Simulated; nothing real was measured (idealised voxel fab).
The process module that follows is named voxel plated lines.
Section cut is 145 nm wide and gridded with 5 nm square cells.
Cross-section = grid of square cells, listed top down in bands; band = one or more rows. Top height, bottom height, nm. Materials left to right, width each, nm. Single material + "all across" = fills band edge to edge. "air" = empty. Height datum 0, below which the as-received substrate wafer is one material. Lowest band open at the bottom, running downward: "0 -> down". Width "30->40": first value at the band's top row of cells, second value at its bottom row, equal change from row to row. "no modifications" for a step: no cell of the cross-section changed in that step. Basically, "Closed cavity list" tells you about the enclosed voids: empty spaces with no open way to the top, 8 cells or bigger, each written width x height at distance, where distance is from the left edge, all in nm. On each step's line, the part that comes after the settings is the simulator's own comment on the step. overlay nm: step with mask; distance mask lay right of planned place; negative value = left of planned place.

**Set out below are the planned steps of the process**
1,RECEIVE,material Si
2,CONFORMAL_DEP,material Al2O3,thk nm 10
3,DIRECTIONAL_DEP,material TiN,thk nm 5
4,PATTERN,tone open,mask id LINES,material resist,width nm 30,pitch nm 45,thk nm 20,overlay nm 0
5,EPI,material Ru,thk nm 5
6,STRIP,etch materials resist
7,DIRECTIONAL_ETCH,etch materials TiN,depth nm 5
8,CONFORMAL_DEP,material SiO2,thk nm 5

**First out of two wafers; run went to plan**

**So this is the incoming wafer in cross-section - it's already been through step 1**
> 0 -> down: Si all across
> Closed cavity list: none

**State of the wafer after step 2, shown in cross-section**
> 10 -> 0: Al2O3 all across
> All layers under 0 are left as they were.

**State of the wafer after step 3, shown in cross-section**
> 15 -> 10: TiN all across
> All layers under 10 are left as they were.

**State of the wafer after step 4, shown in cross-section**
> 35 -> 15: resist (35); air (30); resist (15); air (30); resist (35)
> All layers under 15 are left as they were.

**State of the wafer after step 5, shown in cross-section**
> 35 -> 20: resist (35); air (30); resist (15); air (30); resist (35)
> 20 -> 15: resist (35); Ru (30); resist (15); Ru (30); resist (35)
> All layers under 15 are left as they were.

**State of the wafer after step 6, shown in cross-section**
> 20 -> 15: air (35); Ru (30); air (15); Ru (30); air (35)
> All layers under 15 are left as they were.

**State of the wafer after step 7, shown in cross-section**
> 20 -> 15: air (35); Ru (30); air (15); Ru (30); air (35)
> 15 -> 10: air (35); TiN (30); air (15); TiN (30); air (35)
> All layers under 10 are left as they were.

**State of the wafer after step 8, shown in cross-section**
> 25 -> 20: air (30); SiO2 (40); air (5); SiO2 (40); air (30)
> 20 -> 15: air (30); SiO2 (5); Ru (30); SiO2 (5); air (5); SiO2 (5); Ru (30); SiO2 (5); air (30)
> 15 -> 10: SiO2 (35); TiN (30); SiO2 (15); TiN (30); SiO2 (35)
> All layers under 10 are left as they were.

**Wafer two. Same start, same plan, one slip in execution. Same as wafer one through step 3, inclusive**

**Second wafer, cross-section, planned end of step 4**
> 35 -> 15: resist (25); air (30); resist (15); air (30); resist (45)
> All layers under 15 are left as they were.

**Second wafer, cross-section, planned end of step 5**
> 35 -> 20: resist (25); air (30); resist (15); air (30); resist (45)
> 20 -> 15: resist (25); Ru (30); resist (15); Ru (30); resist (45)
> All layers under 15 are left as they were.

**Second wafer, cross-section, planned end of step 6**
> 20 -> 15: air (25); Ru (30); air (15); Ru (30); air (45)
> All layers under 15 are left as they were.

**Second wafer, cross-section, planned end of step 7**
> 20 -> 15: air (25); Ru (30); air (15); Ru (30); air (45)
> 15 -> 10: air (25); TiN (30); air (15); TiN (30); air (45)
> All layers under 10 are left as they were.

**Second wafer, cross-section, planned end of step 8**
> 25 -> 20: air (20); SiO2 (40); air (5); SiO2 (40); air (40)
> 20 -> 15: air (20); SiO2 (5); Ru (30); SiO2 (5); air (5); SiO2 (5); Ru (30); SiO2 (5); air (40)
> 15 -> 10: SiO2 (25); TiN (30); SiO2 (15); TiN (30); SiO2 (45)
> All layers under 10 are left as they were.
what went wrong: so step 4 ended up running with a different setting than we planned, it ran as PATTERN,tone open,mask id LINES,material resist,width nm 30,pitch nm 45,thk nm 20,overlay nm -10
Final wafers compared: equal cell tally per material, rearranged layout.
